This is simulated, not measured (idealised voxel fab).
process module | voxel wiring stack
cross-section cut | 155 nm wide | cells 5 nm
A cross-section is a grid of square cells, given in bands from the top down. A band is one or more rows of cells.
Each band's line starts with the height of the band's top and of its bottom, in nm. Then come its materials from left to right, each with its width in nm. One material with "throughout" fills the band from edge to edge. "air" is empty space.
Height 0 is the level under which the wafer as received is all one material. The lowest band goes on downwards, as in "0 down".
A width such as "30 to 40" changes by the same amount from each row of cells to the next, from the band's top row to its bottom row.
"no change" after a step means that no cell of the cross-section changed.
closed voids: empty space of 8 cells or more with no open way to the top, each as width x height at its distance from the left edge, in nm
after a step's settings: what the simulator itself notes on the step
overlay nm, on a step with a mask: how far to the right of its planned place the mask lay; to the left if negative
plan
1 op RECEIVE | material Si
2 op CONFORMAL_DEP | material SiO2 | thk nm 15
3 op DIRECTIONAL_DEP | material TiN | thk nm 5
4 op DIRECTIONAL_DEP | material Ru | thk nm 20
5 op PATTERN | tone cover | mask id METAL_1 | material resist | width nm 20 | pitch nm 35 | thk nm 15 | overlay nm 0
6 op DIRECTIONAL_ETCH | etch materials Ru | depth nm 20
7 op DIRECTIONAL_ETCH | etch materials TiN | depth nm 5
8 op STRIP | etch materials resist
9 op CONFORMAL_DEP | material SiN | thk nm 5
10 op FILL_DEP | material SiO2 | thk nm 5
11 op CMP | height nm 40
12 op CONFORMAL_DEP | material SiCN | thk nm 5
13 op DIRECTIONAL_DEP | material SiO2 | thk nm 10
14 op PATTERN | tone open | mask id PLUG_1 | material resist | width nm 15 | pitch nm 70 | thk nm 15 | overlay nm 0
15 op DIRECTIONAL_ETCH | etch materials SiO2 | depth nm 10
16 op DIRECTIONAL_ETCH | etch materials SiCN | depth nm 5
17 op STRIP | etch materials resist
18 op CONFORMAL_DEP | material TiN | thk nm 5
19 op FILL_DEP | material Cu | thk nm 5
20 op CMP | height nm 55
21 op CONFORMAL_DEP | material SiN | thk nm 5
22 op DIRECTIONAL_DEP | material lowk | thk nm 25
23 op DIRECTIONAL_DEP | material aC | thk nm 15
24 op PATTERN | tone open | mask id METAL_2 | material resist | width nm 20 | pitch nm 35 | thk nm 30 | overlay nm 0
25 op DIRECTIONAL_ETCH | etch materials aC | depth nm 15
26 op STRIP | etch materials resist
27 op DIRECTIONAL_ETCH | etch materials lowk | depth nm 25
28 op DIRECTIONAL_ETCH | etch materials SiN | depth nm 5
29 op STRIP | etch materials aC
30 op CONFORMAL_DEP | material TiN | thk nm 5
31 op FILL_DEP | material Cu | thk nm 10
32 op CMP | height nm 85
33 op EPI | material Ru | thk nm 5
34 op FILL_DEP | material SiCN | thk nm 5
35 op DIRECTIONAL_DEP | material SiO2 | thk nm 20
36 op PATTERN | tone open | mask id PLUG_2 | material resist | width nm 15 | pitch nm 35 | thk nm 15 | overlay nm 0
37 op DIRECTIONAL_ETCH | etch materials SiO2 | depth nm 20
38 op DIRECTIONAL_ETCH | etch materials SiCN | depth nm 5
39 op STRIP | etch materials resist
40 op EPI | material Ru | thk nm 10
41 op EPI | material Ru | thk nm 10
42 op EPI | material Ru | thk nm 5
43 op CONFORMAL_DEP | material SiN | thk nm 5
44 op DIRECTIONAL_DEP | material lowk | thk nm 15
45 op MASKED_ETCH | tone open | mask id METAL_3 | width nm 20 | pitch nm 35 | etch materials lowk | depth nm 15 | overlay nm 0
46 op MASKED_ETCH | tone open | mask id METAL_3 | width nm 20 | pitch nm 35 | etch materials SiN | depth nm 5 | overlay nm 0
47 op CONFORMAL_DEP | material TiN | thk nm 5
48 op FILL_DEP | material Cu | thk nm 5
49 op CMP | height nm 135
50 op CONFORMAL_DEP | material SiN | thk nm 5
as received, after step 1
  0 down: Si throughout
  closed voids: none
first wafer at the end, as planned
  140 to 135: SiN throughout
  135 to 120: lowk 30 | TiN 5 | Cu 10 | TiN 5 | lowk 15 | TiN 5 | Cu 10 | TiN 5 | lowk 15 | TiN 5 | Cu 10 | TiN 5 | lowk 35
  120 to 115: SiN 30 | TiN 20 | SiN 15 | TiN 20 | SiN 15 | TiN 20 | SiN 35
  115 to 95: SiO2 30 | Ru 15 | SiO2 20 | Ru 15 | SiO2 20 | Ru 15 | SiO2 40
  95 to 85: SiCN 30 to 25 | Ru 15 to 30 | SiCN 20 to 5 | Ru 15 to 30 | SiCN 20 to 5 | Ru 15 to 30 | SiCN 40 to 30
  85 to 60: lowk 30 | TiN 5 | Cu 10 | TiN 5 | lowk 15 | TiN 5 | Cu 10 | TiN 5 | lowk 15 | TiN 5 | Cu 10 | TiN 5 | lowk 35
  60 to 55: SiN 30 | TiN 20 | SiN 15 | TiN 20 | SiN 15 | TiN 20 | SiN 35
  55 to 45: SiO2 30 | TiN 5 | Cu 5 | TiN 5 | SiO2 55 | TiN 5 | Cu 5 | TiN 5 | SiO2 40
  45 to 40: SiCN 30 | TiN 15 | SiCN 55 | TiN 15 | SiCN 40
  40 to 20: SiO2 25 | SiN 5 | Ru 20 | SiN 5 | SiO2 5 | SiN 5 | Ru 20 | SiN 5 | SiO2 5 | SiN 5 | Ru 20 | SiN 5 | SiO2 30
  20 to 15: SiN 30 | TiN 20 | SiN 15 | TiN 20 | SiN 15 | TiN 20 | SiN 35
  15 to 0: SiO2 throughout
  0 down: Si throughout
  closed voids: none
second wafer at the end: like start, like plan, one mistake
  140 to 135: SiN throughout
  135 to 120: lowk 30 | TiN 5 | Cu 10 | TiN 5 | lowk 15 | TiN 5 | Cu 10 | TiN 5 | lowk 15 | TiN 5 | Cu 10 | TiN 5 | lowk 35
  120 to 115: SiN 30 | TiN 20 | SiN 15 | TiN 20 | SiN 15 | TiN 20 | SiN 35
  115 to 95: SiO2 30 | Ru 15 | SiO2 20 | Ru 15 | SiO2 20 | Ru 15 | SiO2 40
  95 to 85: SiCN 30 to 25 | Ru 15 to 30 | SiCN 20 to 5 | Ru 15 to 30 | SiCN 20 to 5 | Ru 15 to 30 | SiCN 40 to 30
  85 to 60: lowk 30 | TiN 5 | Cu 10 | TiN 5 | lowk 15 | TiN 5 | Cu 10 | TiN 5 | lowk 15 | TiN 5 | Cu 10 | TiN 5 | lowk 35
  60 to 55: SiN 30 | TiN 20 | SiN 15 | TiN 20 | SiN 15 | TiN 20 | SiN 35
  55 to 50: SiO2 30 | TiN 5 | Cu 5 | TiN 5 | SiO2 55 | TiN 5 | Cu 5 | TiN 5 | SiO2 40
  50 to 45: SiO2 30 | TiN 15 | SiO2 55 | TiN 15 | SiO2 40
  45 to 40: Ru throughout
  40 to 20: SiO2 25 | SiN 5 | Ru 20 | SiN 5 | SiO2 5 | SiN 5 | Ru 20 | SiN 5 | SiO2 5 | SiN 5 | Ru 20 | SiN 5 | SiO2 30
  20 to 15: SiN 30 | TiN 20 | SiN 15 | TiN 20 | SiN 15 | TiN 20 | SiN 35
  15 to 0: SiO2 throughout
  0 down: Si throughout
  closed voids: none
what went wrong: step 12 ran as: op CONFORMAL_DEP | material Ru | thk nm 5
at the end the second wafer has, in cells: 2 fewer of Cu | 31 more of Ru | 25 fewer of SiCN | 4 fewer of TiN
